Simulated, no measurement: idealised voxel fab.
process module | voxel ribs on slabs
We display cut, a cross-section 275 nm in width whose square cells are each 5 nm.
Throughout this document, each cross-section is represented as a grid of square cells and is presented as a sequence of bands enumerated from the top downward, where a band comprises one or more rows of cells. Look at the band entry: it leads with the top's height and the bottom's height in nm. Then it lists the materials left to right, with a width in nm for each. The word "all across" on a single material says that material fills the band edge to edge. The word "blank" is empty space. The level at which height equals 0 is the one under which the wafer, as it arrives, is entirely one material. No lower edge exists for the bottom band, which continues downward and is notated as in "0 down". You'd read "30 to 40" like this: the band's top row of cells is as wide as the first number, its bottom row is as wide as the second, and going down, every row changes width by the same amount as the row before did. "nothing got changed", as given for a step, is the statement that not any cell of the cross-section underwent a change during that step. Entry "Closed void table" = empty spaces >= 8 cells with no open way to the top; each as width x height at distance, distance from left edge, all nm. Read whatever lies past the settings on a step's line as the simulator's own remark about the step. overlay nm: on a step with a mask, how far right of its planned place the mask lay; negative means left.
Listed below are the process steps as planned:
1. RECEIVE | material Si
2. DIRECTIONAL_DEP | material SiO2 | thk nm 30
3. DIRECTIONAL_DEP | material polySi | thk nm 25
4. MASKED_ETCH | tone cover | mask id RIB | width nm 15 | etch materials polySi | depth nm 15 | overlay nm 0
5. PATTERN | tone cover | mask id SLAB | material resist | width nm 75 | thk nm 15 | overlay nm 0
6. DIRECTIONAL_ETCH | etch materials polySi | depth nm 10
7. STRIP | etch materials resist
8. FILL_DEP | material SiO2 | thk nm 25
9. CMP | height nm 75
10. DIRECTIONAL_DEP | material W | thk nm 5
11. DIRECTIONAL_DEP | material aC | thk nm 15
12. PATTERN | tone cover | mask id HEATER | material resist | width nm 25 | thk nm 30 | overlay nm 0
13. DIRECTIONAL_ETCH | etch materials aC | depth nm 15
14. STRIP | etch materials resist
15. DIRECTIONAL_ETCH | etch materials W | depth nm 5
16. STRIP | etch materials aC
17. CONFORMAL_DEP | material SiO2 | thk nm 10
Received-state cross-section, reflecting completion of step 1:
    0 down: Si all across
    Closed void table: none
Cross-sectional image of the first of two wafers at the end of the module, the run having proceeded as planned:
    90 to 85: blank 115 nm / SiO2 45 nm / blank 115 nm
    85 to 80: SiO2 all across
    80 to 75: SiO2 125 nm / W 25 nm / SiO2 125 nm
    75 to 55: SiO2 all across
    55 to 40: SiO2 130 nm / polySi 15 nm / SiO2 130 nm
    40 to 30: SiO2 100 nm / polySi 75 nm / SiO2 100 nm
    30 to 0: SiO2 all across
    0 down: Si all across
    Closed void table: none
Cross-section at end of module for the second wafer of two, which matched the first in starting point and plan and differed by one mistake in its processing:
    90 to 55: SiO2 all across
    55 to 40: SiO2 130 nm / polySi 15 nm / SiO2 130 nm
    40 to 30: SiO2 100 nm / polySi 75 nm / SiO2 100 nm
    30 to 0: SiO2 all across
    0 down: Si all across
    Closed void table: none
Where did the run depart from the plan? step 10 went in with a setting other than planned; the actual run was DIRECTIONAL_DEP | material SiO2 | thk nm 5
In the final state, the cell counts of the second wafer exceed or fall short of those of the first for the following materials: SiO2: 51 more, W: 5 fewer
